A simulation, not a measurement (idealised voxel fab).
process module | voxel capacitor over wiring
cross-section cut | 180 nm wide | cells 5 nm
A cross-section is a grid of square cells, given in bands from the top down. A band is one or more rows of cells.
Each band's line starts with the height of the band's top and of its bottom, in nm. Then come its materials from left to right, each with its width in nm. One material with "throughout" fills the band from edge to edge. "air" is empty space.
Height 0 is the level under which the wafer as received is all one material. The lowest band goes on downwards, as in "0 down".
A width such as "30 to 40" changes by the same amount from each row of cells to the next, from the band's top row to its bottom row.
"no change" after a step means that no cell of the cross-section changed.
closed voids: empty space of 8 cells or more with no open way to the top, each as width x height at its distance from the left edge, in nm
after a step's settings: what the simulator itself notes on the step
overlay nm, on a step with a mask: how far to the right of its planned place the mask lay; to the left if negative
plan
1 op RECEIVE | material Si
2 op CONFORMAL_DEP | material SiO2 | thk nm 10
3 op DIRECTIONAL_DEP | material TiN | thk nm 5
4 op DIRECTIONAL_DEP | material W | thk nm 15
5 op PATTERN | tone cover | mask id METAL_1 | material resist | width nm 25 | pitch nm 75 | thk nm 15 | overlay nm 0
6 op DIRECTIONAL_ETCH | etch materials W | depth nm 15
7 op DIRECTIONAL_ETCH | etch materials TiN | depth nm 5
8 op STRIP | etch materials resist
9 op FILL_DEP | material lowk | thk nm 5
10 op CMP | height nm 30
11 op CONFORMAL_DEP | material SiCN | thk nm 5
12 op DIRECTIONAL_DEP | material lowk | thk nm 20
13 op PATTERN | tone open | mask id PLUG_1 | material resist | width nm 15 | thk nm 15 | overlay nm 0
14 op DIRECTIONAL_ETCH | etch materials lowk | depth nm 20
15 op DIRECTIONAL_ETCH | etch materials SiCN | depth nm 5
16 op STRIP | etch materials resist
17 op EPI | material Ru | thk nm 10
18 op EPI | material Ru | thk nm 10
19 op EPI | material Ru | thk nm 5
20 op DIRECTIONAL_DEP | material TiN | thk nm 10
21 op DIRECTIONAL_DEP | material Al2O3 | thk nm 5
22 op DIRECTIONAL_DEP | material TiN | thk nm 5
23 op DIRECTIONAL_DEP | material aC | thk nm 15
24 op PATTERN | tone cover | mask id UPPER_PLATE | material resist | width nm 55 | thk nm 35 | overlay nm 0
25 op DIRECTIONAL_ETCH | etch materials aC | depth nm 15
26 op STRIP | etch materials resist
27 op DIRECTIONAL_ETCH | etch materials TiN | depth nm 5
28 op DIRECTIONAL_ETCH | etch materials Al2O3 | depth nm 5
29 op STRIP | etch materials aC
30 op PATTERN | tone cover | mask id LOWER_PLATE | material resist | width nm 65 | thk nm 20 | overlay nm 0
31 op DIRECTIONAL_ETCH | etch materials TiN | depth nm 10
32 op STRIP | etch materials resist
33 op FILL_DEP | material SiO2 | thk nm 20
34 op CMP | height nm 90
35 op PATTERN | tone open | mask id PLUG_2 | material resist | width nm 15 | thk nm 20 | overlay nm 0
36 op DIRECTIONAL_ETCH | etch materials SiO2 | depth nm 15
37 op STRIP | etch materials resist
38 op CONFORMAL_DEP | material TiN | thk nm 5
39 op FILL_DEP | material W | thk nm 10
40 op CMP | height nm 90
41 op CONFORMAL_DEP | material SiN | thk nm 5
first wafer, as planned
as received, after step 1
  0 down: Si throughout
  closed voids: none
after step 2
  10 to 0: SiO2 throughout
  below 0: unchanged
after step 3
  15 to 10: TiN throughout
  below 10: unchanged
after step 4
  30 to 15: W throughout
  below 15: unchanged
after step 5
  45 to 30: air 40 | resist 25 | air 50 | resist 25 | air 40
  below 30: unchanged
after step 6
  45 to 30: air 40 | resist 25 | air 50 | resist 25 | air 40
  30 to 15: air 40 | W 25 | air 50 | W 25 | air 40
  below 15: unchanged
after step 7
  45 to 30: air 40 | resist 25 | air 50 | resist 25 | air 40
  30 to 15: air 40 | W 25 | air 50 | W 25 | air 40
  15 to 10: air 40 | TiN 25 | air 50 | TiN 25 | air 40
  below 10: unchanged
after step 8
  30 to 15: air 40 | W 25 | air 50 | W 25 | air 40
  below 15: unchanged
after step 9
  35 to 30: lowk throughout
  30 to 15: lowk 40 | W 25 | lowk 50 | W 25 | lowk 40
  15 to 10: lowk 40 | TiN 25 | lowk 50 | TiN 25 | lowk 40
  below 10: unchanged
after step 10
  30 to 15: lowk 40 | W 25 | lowk 50 | W 25 | lowk 40
  below 15: unchanged
after step 11
  35 to 30: SiCN throughout
  below 30: unchanged
after step 12
  55 to 35: lowk throughout
  below 35: unchanged
after step 13
  70 to 55: resist 50 | air 15 | resist 115
  below 55: unchanged
after step 14
  70 to 55: resist 50 | air 15 | resist 115
  55 to 35: lowk 50 | air 15 | lowk 115
  below 35: unchanged
after step 15
  70 to 55: resist 50 | air 15 | resist 115
  55 to 35: lowk 50 | air 15 | lowk 115
  35 to 30: SiCN 50 | air 15 | SiCN 115
  below 30: unchanged
after step 16
  55 to 35: lowk 50 | air 15 | lowk 115
  below 35: unchanged
after step 17
  55 to 40: lowk 50 | air 15 | lowk 115
  40 to 35: lowk 50 | Ru 15 | lowk 115
  35 to 30: SiCN 50 | Ru 15 | SiCN 115
  below 30: unchanged
after step 18
  55 to 50: lowk 50 | air 15 | lowk 115
  50 to 35: lowk 50 | Ru 15 | lowk 115
  below 35: unchanged
after step 19
  55 to 35: lowk 50 | Ru 15 | lowk 115
  below 35: unchanged
after step 20
  65 to 55: TiN throughout
  below 55: unchanged
after step 21
  70 to 65: Al2O3 throughout
  below 65: unchanged
after step 22
  75 to 70: TiN throughout
  below 70: unchanged
after step 23
  90 to 75: aC throughout
  below 75: unchanged
after step 24
  125 to 90: air 50 | resist 55 | air 75
  below 90: unchanged
after step 25
  110 to 90: air 50 | resist 55 | air 75
  90 to 75: air 50 | aC 55 | air 75
  below 75: unchanged
after step 26
  90 to 75: air 50 | aC 55 | air 75
  below 75: unchanged
after step 27
  90 to 75: air 50 | aC 55 | air 75
  75 to 70: air 50 | TiN 55 | air 75
  below 70: unchanged
after step 28
  90 to 75: air 50 | aC 55 | air 75
  75 to 70: air 50 | TiN 55 | air 75
  70 to 65: air 50 | Al2O3 55 | air 75
  below 65: unchanged
after step 29
  75 to 70: air 50 | TiN 55 | air 75
  below 70: unchanged
after step 30
  95 to 75: air 45 | resist 65 | air 70
  75 to 70: air 45 | resist 5 | TiN 55 | resist 5 | air 70
  70 to 65: air 45 | resist 5 | Al2O3 55 | resist 5 | air 70
  below 65: unchanged
after step 31
  95 to 75: air 45 | resist 65 | air 70
  75 to 70: air 45 | resist 5 | TiN 55 | resist 5 | air 70
  70 to 65: air 45 | resist 5 | Al2O3 55 | resist 5 | air 70
  65 to 55: air 45 | TiN 65 | air 70
  below 55: unchanged
after step 32
  75 to 70: air 50 | TiN 55 | air 75
  70 to 65: air 50 | Al2O3 55 | air 75
  below 65: unchanged
after step 33
  95 to 75: SiO2 throughout
  75 to 70: SiO2 50 | TiN 55 | SiO2 75
  70 to 65: SiO2 50 | Al2O3 55 | SiO2 75
  65 to 55: SiO2 45 | TiN 65 | SiO2 70
  below 55: unchanged
after step 34
  90 to 75: SiO2 throughout
  below 75: unchanged
after step 35
  110 to 90: resist 60 | air 15 | resist 105
  below 90: unchanged
after step 36
  110 to 90: resist 60 | air 15 | resist 105
  90 to 75: SiO2 60 | air 15 | SiO2 105
  below 75: unchanged
after step 37
  90 to 75: SiO2 60 | air 15 | SiO2 105
  below 75: unchanged
after step 38
  95 to 90: TiN 65 | air 5 | TiN 110
  90 to 80: SiO2 60 | TiN 5 | air 5 | TiN 5 | SiO2 105
  80 to 70: SiO2 60 to 50 | TiN 15 to 55 | SiO2 105 to 75
  below 70: unchanged
after step 39
  105 to 95: W throughout
  95 to 90: TiN 65 | W 5 | TiN 110
  90 to 80: SiO2 60 | TiN 5 | W 5 | TiN 5 | SiO2 105
  below 80: unchanged
after step 40
  90 to 80: SiO2 60 | TiN 5 | W 5 | TiN 5 | SiO2 105
  below 80: unchanged
after step 41
  95 to 90: SiN throughout
  below 90: unchanged
second wafer: like start, like plan, one mistake. Through step 18 it matches the first wafer
when step 19 should have ended
  65 to 60: TiN 50 | air 15 | TiN 115
  60 to 55: TiN throughout
  55 to 50: lowk 50 | TiN 15 | lowk 115
  below 50: unchanged
when step 20 should have ended
  70 to 65: Ru 55 | air 5 | Ru 120
  65 to 60: TiN 50 | Ru 15 | TiN 115
  below 60: unchanged
when step 21 should have ended
  75 to 70: Al2O3 55 | air 5 | Al2O3 120
  70 to 65: Ru 55 | Al2O3 5 | Ru 120
  below 65: unchanged
when step 22 should have ended
  80 to 75: TiN 55 | air 5 | TiN 120
  75 to 70: Al2O3 55 | TiN 5 | Al2O3 120
  below 70: unchanged
when step 23 should have ended
  95 to 90: aC 55 | air 5 | aC 120
  90 to 80: aC throughout
  80 to 75: TiN 55 | aC 5 | TiN 120
  below 75: unchanged
when step 24 should have ended
  130 to 95: air 50 | resist 55 | air 75
  95 to 90: aC 55 | resist 5 | aC 120
  below 90: unchanged
when step 25 should have ended
  115 to 95: air 50 | resist 55 | air 75
  95 to 90: air 50 | aC 5 | resist 5 | aC 45 | air 75
  90 to 80: air 50 | aC 55 | air 75
  below 80: unchanged
when step 26 should have ended
  95 to 90: air 50 | aC 5 | air 5 | aC 45 | air 75
  below 90: unchanged
when step 27 should have ended
  95 to 90: air 50 | aC 5 | air 5 | aC 45 | air 75
  90 to 80: air 50 | aC 55 | air 75
  80 to 75: air 50 | TiN 5 | aC 5 | TiN 45 | air 75
  below 75: unchanged
when step 28 should have ended
  95 to 90: air 50 | aC 5 | air 5 | aC 45 | air 75
  90 to 80: air 50 | aC 55 | air 75
  80 to 75: air 50 | TiN 5 | aC 5 | TiN 45 | air 75
  75 to 70: air 50 | Al2O3 5 | TiN 5 | Al2O3 45 | air 75
  below 70: unchanged
when step 29 should have ended
  80 to 75: air 50 | TiN 5 | air 5 | TiN 45 | air 75
  below 75: unchanged
when step 30 should have ended
  100 to 80: air 45 | resist 65 | air 70
  80 to 75: air 45 | resist 5 | TiN 5 | resist 5 | TiN 45 | resist 5 | air 70
  75 to 70: air 45 | resist 5 | Al2O3 5 | TiN 5 | Al2O3 45 | resist 5 | air 70
  below 70: unchanged
when step 31 should have ended: no change
when step 32 should have ended
  80 to 75: air 50 | TiN 5 | air 5 | TiN 45 | air 75
  75 to 70: air 50 | Al2O3 5 | TiN 5 | Al2O3 45 | air 75
  below 70: unchanged
when step 33 should have ended
  100 to 80: SiO2 throughout
  80 to 75: SiO2 50 | TiN 5 | SiO2 5 | TiN 45 | SiO2 75
  75 to 70: SiO2 50 | Al2O3 5 | TiN 5 | Al2O3 45 | SiO2 75
  below 70: unchanged
when step 34 should have ended
  90 to 80: SiO2 throughout
  below 80: unchanged
when step 35 should have ended
  110 to 90: resist 60 | air 15 | resist 105
  below 90: unchanged
when step 36 should have ended
  110 to 90: resist 60 | air 15 | resist 105
  90 to 80: SiO2 60 | air 15 | SiO2 105
  below 80: unchanged
when step 37 should have ended
  90 to 80: SiO2 60 | air 15 | SiO2 105
  below 80: unchanged
when step 38 should have ended
  95 to 90: TiN 65 | air 5 | TiN 110
  90 to 85: SiO2 60 | TiN 5 | air 5 | TiN 5 | SiO2 105
  85 to 80: SiO2 60 | TiN 15 | SiO2 105
  below 80: unchanged
when step 39 should have ended
  105 to 95: W throughout
  95 to 90: TiN 65 | W 5 | TiN 110
  90 to 85: SiO2 60 | TiN 5 | W 5 | TiN 5 | SiO2 105
  below 85: unchanged
when step 40 should have ended
  90 to 85: SiO2 60 | TiN 5 | W 5 | TiN 5 | SiO2 105
  below 85: unchanged
when step 41 should have ended
  95 to 90: SiN throughout
  below 90: unchanged
what went wrong: steps 19 and 20 were swapped
at the end the second wafer has, in cells: 35 more of Ru | 78 fewer of SiO2 | 44 more of TiN | 1 fewer of W
